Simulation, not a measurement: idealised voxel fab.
process module | voxel self aligned contacts
cross-section cut | 235 nm wide | cells 5 nm
A cross-section is a grid of square cells, given in bands from the top down. A band is one or more rows of cells.
Each band's line starts with the height of the band's top and of its bottom, in nm. Then come its materials from left to right, each with its width in nm. One material with "throughout" fills the band from edge to edge. "air" is empty space.
Height 0 is the level under which the wafer as received is all one material. The lowest band goes on downwards, as in "0 down".
A width such as "30 to 40" changes by the same amount from each row of cells to the next, from the band's top row to its bottom row.
"no change" after a step means that no cell of the cross-section changed.
closed voids: empty space of 8 cells or more with no open way to the top, each as width x height at its distance from the left edge, in nm
after a step's settings: what the simulator itself notes on the step
overlay nm, on a step with a mask: how far to the right of its planned place the mask lay; to the left if negative
plan
1 op RECEIVE | material Si
2 op OXIDIZE | depth nm 5
3 op DIRECTIONAL_DEP | material polySi | thk nm 25
4 op DIRECTIONAL_DEP | material SiN | thk nm 15
5 op PATTERN | tone cover | mask id GATE | material resist | width nm 25 | pitch nm 60 | thk nm 15 | overlay nm 0
6 op DIRECTIONAL_ETCH | etch materials SiN | depth nm 15
7 op DIRECTIONAL_ETCH | etch materials polySi | depth nm 25
8 op STRIP | etch materials resist
9 op CONFORMAL_DEP | material SiN | thk nm 5
10 op DIRECTIONAL_ETCH | etch materials SiN | depth nm 5
11 op FILL_DEP | material SiO2 | thk nm 15
12 op CMP | height nm 50
13 op MASKED_ETCH | tone open | mask id CONTACT | width nm 45 | etch materials SiO2 | depth nm 45 | overlay nm 0
14 op CONFORMAL_DEP | material TiN | thk nm 5
15 op FILL_DEP | material Ru | thk nm 10
16 op CMP | height nm 50
17 op CONFORMAL_DEP | material SiN | thk nm 5
varied across the wafers: depth nm of step 13. The plan shows the first wafer's value. All wafers start alike
first wafer as received, after step 1
  0 down: Si throughout
  closed voids: none
first wafer at the end, after step 17
  55 to 50: SiN throughout
  50 to 40: SiO2 95 | TiN 5 to 15 | Ru 35 to 15 | TiN 5 to 15 | SiO2 95
  40 to 25: SiO2 70 | SiN 35 | TiN 5 | Ru 15 | TiN 5 | SiN 35 | SiO2 70
  25 to 10: SiO2 70 | SiN 5 | polySi 25 | SiN 5 | TiN 5 | Ru 15 | TiN 5 | SiN 5 | polySi 25 | SiN 5 | SiO2 70
  10 to 5: SiO2 70 | SiN 5 | polySi 25 | SiN 5 | TiN 25 | SiN 5 | polySi 25 | SiN 5 | SiO2 70
  5 to 0: SiO2 70 | SiN 5 | polySi 25 | SiN 5 | SiO2 25 | SiN 5 | polySi 25 | SiN 5 | SiO2 70
  0 to -5: SiO2 throughout
  -5 down: Si throughout
  closed voids: none
last wafer at the end
  55 to 50: SiN throughout
  50 to 40: SiO2 95 | TiN 5 to 15 | Ru 35 to 15 | TiN 5 to 15 | SiO2 95
  40 to 25: SiO2 70 | SiN 35 | TiN 5 | Ru 15 | TiN 5 | SiN 35 | SiO2 70
  25 to 0: SiO2 70 | SiN 5 | polySi 25 | SiN 5 | TiN 5 | Ru 15 | TiN 5 | SiN 5 | polySi 25 | SiN 5 | SiO2 70
  0 to -5: SiO2 105 | TiN 25 | SiO2 105
  -5 down: Si throughout
  closed voids: none
each wafer at the end: cells of each material gained (+) or lost (-) since it was received, then its closed voids
depth nm 45 | +28 Ru | -47 Si | +109 SiN | +352 SiO2 | +25 TiN | +50 polySi | closed voids: none
depth nm 50 | +31 Ru | -47 Si | +109 SiN | +347 SiO2 | +27 TiN | +50 polySi | closed voids: none
depth nm 55 | +34 Ru | -47 Si | +109 SiN | +342 SiO2 | +29 TiN | +50 polySi | closed voids: none
depth nm 60 | +34 Ru | -47 Si | +109 SiN | +342 SiO2 | +29 TiN | +50 polySi | closed voids: none
depth nm 65 | +34 Ru | -47 Si | +109 SiN | +342 SiO2 | +29 TiN | +50 polySi | closed voids: none
depth nm 70 | +34 Ru | -47 Si | +109 SiN | +342 SiO2 | +29 TiN | +50 polySi | closed voids: none
